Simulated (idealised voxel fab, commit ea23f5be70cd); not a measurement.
The following is a process module called voxel wiring stack.
Square cell edge 5 nm, section width 260 nm, ID cut.
Notation: cross-section as square-cell grid; stated in bands, top first, going down; one or more cell rows per band. Heads up on the band format: heights come first, top then bottom, in nm. After that it's the materials left to right, each with its width in nm. A single material flagged "edge to edge" fills the whole band edge to edge, and "air" means there's empty space there. Height reference: 0 = level under which incoming wafer is all one material. Lowest band: no bottom, runs on downward, e.g. "0 nm and below". When a width is written as two numbers, as in "30 to 40", the first number is the width in the top row of cells of the band and the second is the width in its bottom row, and the width changes by the same amount from each row to the next. Given "nothing was modified" for a step, no cell of the cross-section differs between before and after that step. In "Closed void entries" the enclosed voids are listed, meaning empty spaces of 8 cells or larger without any opening to the top. The form is width x height at distance, distance from the left edge, units nm. Where a step's line continues beyond its settings, the continuation is a remark by the simulator itself on that step. When a step includes a mask, the "overlay nm" setting on its line states how far to the right of its planned place that mask lay, and negative values state how far to the left.
Planned step list for the process:
1: RECEIVE,material Si
2: CONFORMAL_DEP,material SiO2,thk nm 10
3: CONFORMAL_DEP,material SiCN,thk nm 5
4: DIRECTIONAL_DEP,material SiO2,thk nm 20
5: PATTERN,tone open,mask id METAL_1,material resist,width nm 25,pitch nm 40,thk nm 15,overlay nm 0
6: DIRECTIONAL_ETCH,etch materials SiO2,depth nm 20
7: DIRECTIONAL_ETCH,etch materials SiCN,depth nm 5
8: STRIP,etch materials resist
9: CONFORMAL_DEP,material TiN,thk nm 5
10: FILL_DEP,material W,thk nm 10
11: CMP,height nm 35
12: CONFORMAL_DEP,material SiCN,thk nm 5
13: DIRECTIONAL_DEP,material SiO2,thk nm 25
14: PATTERN,tone open,mask id METAL_2,material resist,width nm 25,pitch nm 40,thk nm 20,overlay nm -15
15: DIRECTIONAL_ETCH,etch materials SiO2,depth nm 15
16: STRIP,etch materials resist
17: PATTERN,tone open,mask id METAL_2_HOLES,material resist,width nm 15,pitch nm 80,thk nm 20,overlay nm 0
18: DIRECTIONAL_ETCH,etch materials SiO2,depth nm 10
19: DIRECTIONAL_ETCH,etch materials SiCN,depth nm 5
20: STRIP,etch materials resist
21: CONFORMAL_DEP,material TiN,thk nm 5
22: FILL_DEP,material Cu,thk nm 10
23: CMP,height nm 65
24: CONFORMAL_DEP,material SiN,thk nm 5
The value of overlay nm given for step 14 in the plan refers to the first wafer; the wafers vary in this setting and are alike at the start.
First of several wafers (as received, post step 1), cross-sectional view:
  0 nm and below: Si edge to edge
  Closed void entries: none
Below is a per-wafer table. In it, each row describes the wafer at the end of the module by giving, for each material, the number of cells gained (+) or lost (-) since the wafer was received, and after that the closed voids of the wafer:
overlay nm -15; +26 Cu; +80 SiCN; +52 SiN; +420 SiO2; +102 TiN; +48 W; Closed void entries: none
overlay nm -10; +30 Cu; +78 SiCN; +52 SiN; +420 SiO2; +100 TiN; +48 W; Closed void entries: none
overlay nm -5; +30 Cu; +78 SiCN; +52 SiN; +420 SiO2; +100 TiN; +48 W; Closed void entries: none
overlay nm 0; +30 Cu; +78 SiCN; +52 SiN; +420 SiO2; +100 TiN; +48 W; Closed void entries: none
overlay nm 5; +26 Cu; +80 SiCN; +52 SiN; +420 SiO2; +102 TiN; +48 W; Closed void entries: none
overlay nm 10; +28 Cu; +82 SiCN; +52 SiN; +420 SiO2; +98 TiN; +48 W; Closed void entries: none
overlay nm 15; +32 Cu; +84 SiCN; +52 SiN; +420 SiO2; +92 TiN; +48 W; Closed void entries: none
